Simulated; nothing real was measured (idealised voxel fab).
Process module under the name voxel ribs on slabs
The cross-section shown here is cut; it is 230 nm wide and divided into square cells measuring 5 nm on a side.
Square cells in a grid make up a cross-section in this document, and the grid is given as bands, listed from the top down, each one or more rows of cells.
First you get the band's top height and its bottom height, in nm, and then the materials it's made of, left to right, with each width in nm. If you see a single material with "throughout", that one covers the band edge to edge. "empty" is empty space.
Heights are measured from 0, the level below which the as-received wafer is all one material; the lowest band has no bottom and continues downward, written as in "0 nm and below".
Width spec "30 to 40" -> top row of cells at first value, bottom row at second value, equal per-row change in between.
What does "no change" mean for a step? It means no cell of the cross-section changed in that step.
For the entry "Cavities, sealed", the listed items are empty spaces with no open way to the top whose size is 8 cells or more; each item follows the pattern width x height at distance, where distance is from the left edge and all three are in nm.
The remark found on a step's line after its settings is issued by the simulator itself and pertains to that step.
Each step line may optionally specify "overlay nm", which for a step with a mask gives the rightward distance between the mask's planned place and where it lay, a negative value indicating the leftward direction.

Process steps - plan
| 1 | op RECEIVE | material Si |
| 2 | op DIRECTIONAL_DEP | material SiO2 | thk nm 25 |
| 3 | op DIRECTIONAL_DEP | material polySi | thk nm 15 |
| 4 | op PATTERN | tone cover | mask id RIB | material resist | width nm 25 | thk nm 15 | overlay nm 0 |
| 5 | op DIRECTIONAL_ETCH | etch materials polySi | depth nm 10 |
| 6 | op STRIP | etch materials resist |
| 7 | op DIRECTIONAL_DEP | material aC | thk nm 15 |
| 8 | op PATTERN | tone cover | mask id SLAB | material resist | width nm 85 | thk nm 30 | overlay nm 0 |
| 9 | op DIRECTIONAL_ETCH | etch materials aC | depth nm 15 |
| 10 | op STRIP | etch materials resist |
| 11 | op DIRECTIONAL_ETCH | etch materials polySi | depth nm 5 |
| 12 | op STRIP | etch materials aC |
| 13 | op FILL_DEP | material SiO2 | thk nm 20 |
| 14 | op CMP | height nm 50 |
| 15 | op DIRECTIONAL_DEP | material TiN | thk nm 10 |
| 16 | op PATTERN | tone cover | mask id HEATER | material resist | width nm 35 | thk nm 15 | overlay nm 0 |
| 17 | op DIRECTIONAL_ETCH | etch materials TiN | depth nm 10 |
| 18 | op STRIP | etch materials resist |
| 19 | op CONFORMAL_DEP | material SiN | thk nm 10 |

Received-state cross-section, reflecting completion of step 1
- 0 nm and below = Si throughout
- Cavities, sealed: none

Same starting wafer, same plan as above, one mistake in the execution; this is the cross-section at the end of the module
- 70 nm to 60 nm = 85 empty; 60 SiN; 85 empty
- 60 nm to 50 nm = 95 SiN; 40 TiN; 95 SiN
- 50 nm to 40 nm = SiO2 throughout
- 40 nm to 30 nm = 100 SiO2; 25 polySi; 105 SiO2
- 30 nm to 25 nm = 70 SiO2; 85 polySi; 75 SiO2
- 25 nm to 0 nm = SiO2 throughout
- 0 nm and below = Si throughout
- Cavities, sealed: none
what went wrong: so step 16 ended up running with a different setting than we planned, it ran as op PATTERN | tone cover | mask id HEATER | material resist | width nm 40 | thk nm 15 | overlay nm 0
